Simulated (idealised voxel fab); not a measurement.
Presented below is a process module, voxel self aligned contacts.
Each square cell in cross-section cut measures 5 nm, and the section as a whole is 235 nm wide.
Cross-section layout: square cells on a grid; listed as bands, top to bottom; a band spans one or more cell rows. A band entry consists of two parts. The first gives the height of the band's top and the height of its bottom, in nm. The rest lists the band's materials from left to right, each with its width in nm. A single material labelled with the word "everywhere" fills the band from edge to edge, and the word "empty" marks empty space. Height reference: 0 = level under which incoming wafer is all one material. Lowest band: no bottom, runs on downward, e.g. "0 and below". It should be noted that a width expressed as "30->40" varies in equal increments from row to row of cells within the band, taking the value of the first number at the top row and that of the second number at the bottom row. What does "stayed the same" mean for a step? It means no cell of the cross-section changed in that step. Entry "Sealed voids" = empty spaces >= 8 cells with no open way to the top; each as width x height at distance, distance from left edge, all nm. Anything after a step's settings on that line? It's the simulator's own note about the step. overlay nm: for a step with a mask, the amount by which the mask lay right of where it was planned; a negative amount means left of it.
## Steps planned for the process
1: RECEIVE with material Si
2: CONFORMAL_DEP with material SiO2, thk nm 5
3: DIRECTIONAL_DEP with material polySi, thk nm 30
4: DIRECTIONAL_DEP with material SiN, thk nm 20
5: DIRECTIONAL_DEP with material aC, thk nm 10
6: PATTERN with tone cover, mask id GATE, material resist, width nm 30, pitch nm 65, thk nm 25, overlay nm 0
7: DIRECTIONAL_ETCH with etch materials aC, depth nm 10
8: STRIP with etch materials resist
9: DIRECTIONAL_ETCH with etch materials SiN, depth nm 20
10: DIRECTIONAL_ETCH with etch materials polySi, depth nm 30
11: STRIP with etch materials aC
12: CONFORMAL_DEP with material SiN, thk nm 10
13: DIRECTIONAL_ETCH with etch materials SiN, depth nm 10
14: FILL_DEP with material SiO2, thk nm 15
15: CMP with height nm 65
16: PATTERN with tone open, mask id CONTACT, material resist, width nm 45, thk nm 20, overlay nm -15
17: DIRECTIONAL_ETCH with etch materials SiO2, depth nm 65
18: STRIP with etch materials resist
19: CONFORMAL_DEP with material TiN, thk nm 5
20: FILL_DEP with material Ru, thk nm 5
21: CMP with height nm 65
22: CONFORMAL_DEP with material SiN, thk nm 5
Quick note for whoever runs this: the wafers start identical, but the overlay nm at step 16 isn't the same across them. The plan just shows what the first wafer had.
## Cut through the first of several wafers as received, post step 1
* 0 and below  Si everywhere
* Sealed voids: none
## Note: the following table is arranged by wafer, a row apiece. Each row reports the end-of-module state: per material, cells gained (+) or cells lost (-) compared with the wafer as received; closed voids follow
overlay nm -15; +18 Ru; +175 SiN; +360 SiO2; +33 TiN; +72 polySi; Sealed voids: none
overlay nm -10; +18 Ru; +175 SiN; +360 SiO2; +33 TiN; +72 polySi; Sealed voids: none
overlay nm -5; +18 Ru; +175 SiN; +360 SiO2; +33 TiN; +72 polySi; Sealed voids: none
overlay nm 0; +18 Ru; +175 SiN; +360 SiO2; +33 TiN; +72 polySi; Sealed voids: none
overlay nm 5; +18 Ru; +175 SiN; +360 SiO2; +33 TiN; +72 polySi; Sealed voids: none
overlay nm 10; +18 Ru; +175 SiN; +360 SiO2; +33 TiN; +72 polySi; Sealed voids: none
overlay nm 15; +18 Ru; +175 SiN; +360 SiO2; +33 TiN; +72 polySi; Sealed voids: none
